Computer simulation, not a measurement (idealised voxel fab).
You're looking at the process module voxel ribs on slabs.
We display cut, a cross-section 300 nm in width whose square cells are each 5 nm.
In this document a cross-section is written as a grid of square cells. It is given as a series of bands, listed from the top down, and a band is one or more rows of cells.
Band: top height; bottom height; in nm. Then, left to right: material with width in nm, for each material. "throughout": a single material spanning edge to edge. "empty": empty space.
Height reference: 0 = level under which incoming wafer is all one material. Lowest band: no bottom, runs on downward, e.g. "from 0 down".
When a width is written as two numbers, as in "30..40", the first number is the width in the top row of cells of the band and the second is the width in its bottom row, and the width changes by the same amount from each row to the next.
"nothing different" (step): cross-section cells unchanged, all of them.
"Entrapped voids" lists enclosed empty spaces (at least 8 cells, no open path upward to the top), each as width x height at distance from the left edge, in nm.
What comes after the settings on a step's line is commentary from the simulator itself on that step.
If you see "overlay nm" on a step's line and that step has a mask, it's telling you how far right of where it was planned the mask ended up; a negative number means it went left instead.

[List of planned process steps]
- 1: RECEIVE with material Si
- 2: DIRECTIONAL_DEP with material SiO2, thk nm 25
- 3: DIRECTIONAL_DEP with material SiN, thk nm 15
- 4: PATTERN with tone cover, mask id RIB, material resist, width nm 25, thk nm 20, overlay nm 0
- 5: DIRECTIONAL_ETCH with etch materials SiN, depth nm 5
- 6: STRIP with etch materials resist
- 7: PATTERN with tone cover, mask id SLAB, material resist, width nm 85, thk nm 15, overlay nm 0
- 8: DIRECTIONAL_ETCH with etch materials SiN, depth nm 10
- 9: STRIP with etch materials resist
- 10: FILL_DEP with material SiO2, thk nm 25
- 11: CMP with height nm 60
- 12: DIRECTIONAL_DEP with material W, thk nm 5
- 13: PATTERN with tone cover, mask id HEATER, material resist, width nm 25, thk nm 15, overlay nm 0
- 14: DIRECTIONAL_ETCH with etch materials W, depth nm 5
- 15: STRIP with etch materials resist
- 16: CONFORMAL_DEP with material SiO2, thk nm 5
Across this set of wafers, the varied parameter is the width nm of step 13. Starting conditions are identical for every wafer, and the plan reports the value assigned to the first wafer.

[As-received cross-section, first of several wafers, post step 1]
from 0 down: Si throughout
Entrapped voids: none

[Below is a per-wafer table. In it, each row describes the wafer at the end of the module by giving, for each material, the number of cells gained (+) or lost (-) since the wafer was received, and after that the closed voids of the wafer]
width nm 25, +39 SiN, +743 SiO2, +5 W, Entrapped voids: none
width nm 30, +39 SiN, +743 SiO2, +6 W, Entrapped voids: none
width nm 35, +39 SiN, +743 SiO2, +7 W, Entrapped voids: none
width nm 40, +39 SiN, +743 SiO2, +8 W, Entrapped voids: none
width nm 45, +39 SiN, +743 SiO2, +9 W, Entrapped voids: none
width nm 50, +39 SiN, +743 SiO2, +10 W, Entrapped voids: none
